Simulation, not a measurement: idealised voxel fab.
process module | voxel tone inversion
cross-section cut | 210 nm wide | cells 5 nm
A cross-section is a grid of square cells, given in bands from the top down. A band is one or more rows of cells.
Each band's line starts with the height of the band's top and of its bottom, in nm. Then come its materials from left to right, each with its width in nm. One material with "throughout" fills the band from edge to edge. "air" is empty space.
Height 0 is the level under which the wafer as received is all one material. The lowest band goes on downwards, as in "0 down".
A width such as "30 to 40" changes by the same amount from each row of cells to the next, from the band's top row to its bottom row.
"no change" after a step means that no cell of the cross-section changed.
closed voids: empty space of 8 cells or more with no open way to the top, each as width x height at its distance from the left edge, in nm
after a step's settings: what the simulator itself notes on the step
overlay nm, on a step with a mask: how far to the right of its planned place the mask lay; to the left if negative
plan
1 op RECEIVE | material Si
2 op CONFORMAL_DEP | material SiN | thk nm 10
3 op DIRECTIONAL_DEP | material aC | thk nm 25
4 op PATTERN | tone cover | mask id POSTS | material resist | width nm 15 | pitch nm 45 | thk nm 30 | overlay nm 0
5 op DIRECTIONAL_ETCH | etch materials aC | depth nm 25
6 op STRIP | etch materials resist
7 op FILL_DEP | material lowk | thk nm 5
8 op CMP | height nm 35
9 op STRIP | etch materials aC
as received, after step 1
  0 down: Si throughout
  closed voids: none
first wafer at the end, as planned
  35 to 10: lowk 75 | air 15 | lowk 30 | air 15 | lowk 75
  10 to 0: SiN throughout
  0 down: Si throughout
  closed voids: none
second wafer at the end: like start, like plan, one mistake
  35 to 0: SiN throughout
  0 down: Si throughout
  closed voids: none
what went wrong: step 3 ran as: op DIRECTIONAL_DEP | material SiN | thk nm 25
at the end the second wafer has, in cells: 210 more of SiN | 180 fewer of lowk
